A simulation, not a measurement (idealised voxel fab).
process module | voxel air gaps
cross-section cut | 205 nm wide | cells 5 nm
A cross-section is a grid of square cells, given in bands from the top down. A band is one or more rows of cells.
Each band's line starts with the height of the band's top and of its bottom, in nm. Then come its materials from left to right, each with its width in nm. One material with "throughout" fills the band from edge to edge. "air" is empty space.
Height 0 is the level under which the wafer as received is all one material. The lowest band goes on downwards, as in "0 down".
A width such as "30 to 40" changes by the same amount from each row of cells to the next, from the band's top row to its bottom row.
"no change" after a step means that no cell of the cross-section changed.
closed voids: empty space of 8 cells or more with no open way to the top, each as width x height at its distance from the left edge, in nm
after a step's settings: what the simulator itself notes on the step
overlay nm, on a step with a mask: how far to the right of its planned place the mask lay; to the left if negative
plan
1 op RECEIVE | material Si
2 op CONFORMAL_DEP | material SiO2 | thk nm 10
3 op CONFORMAL_DEP | material SiN | thk nm 5
4 op DIRECTIONAL_DEP | material SiO2 | thk nm 35
5 op PATTERN | tone open | mask id LINES | material resist | width nm 25 | pitch nm 55 | thk nm 20 | overlay nm 0
6 op DIRECTIONAL_ETCH | etch materials SiO2 | depth nm 35
7 op STRIP | etch materials resist
8 op CONFORMAL_DEP | material TiN | thk nm 5
9 op FILL_DEP | material Ru | thk nm 5
10 op CMP | height nm 50
11 op EPI | material Ru | thk nm 10
12 op SELECTIVE_ETCH | etch materials SiO2 | depth nm 45
13 op CONFORMAL_DEP | material SiCN | thk nm 5
as received, after step 1
  0 down: Si throughout
  closed voids: none
a wafer at the end: this start, this plan, one mistake
  65 to 60: SiCN throughout
  60 to 50: Ru throughout
  50 to 45: TiN 40 | Ru 15 | TiN 40 | Ru 15 | TiN 40 | Ru 15 | TiN 40
  45 to 15: SiO2 35 | TiN 5 | Ru 15 | TiN 5 | SiO2 30 | TiN 5 | Ru 15 | TiN 5 | SiO2 30 | TiN 5 | Ru 15 | TiN 5 | SiO2 35
  15 to 10: SiO2 35 | TiN 25 | SiO2 30 | TiN 25 | SiO2 30 | TiN 25 | SiO2 35
  10 to 0: SiO2 throughout
  0 down: Si throughout
  closed voids: none
what went wrong: step 3 was left out
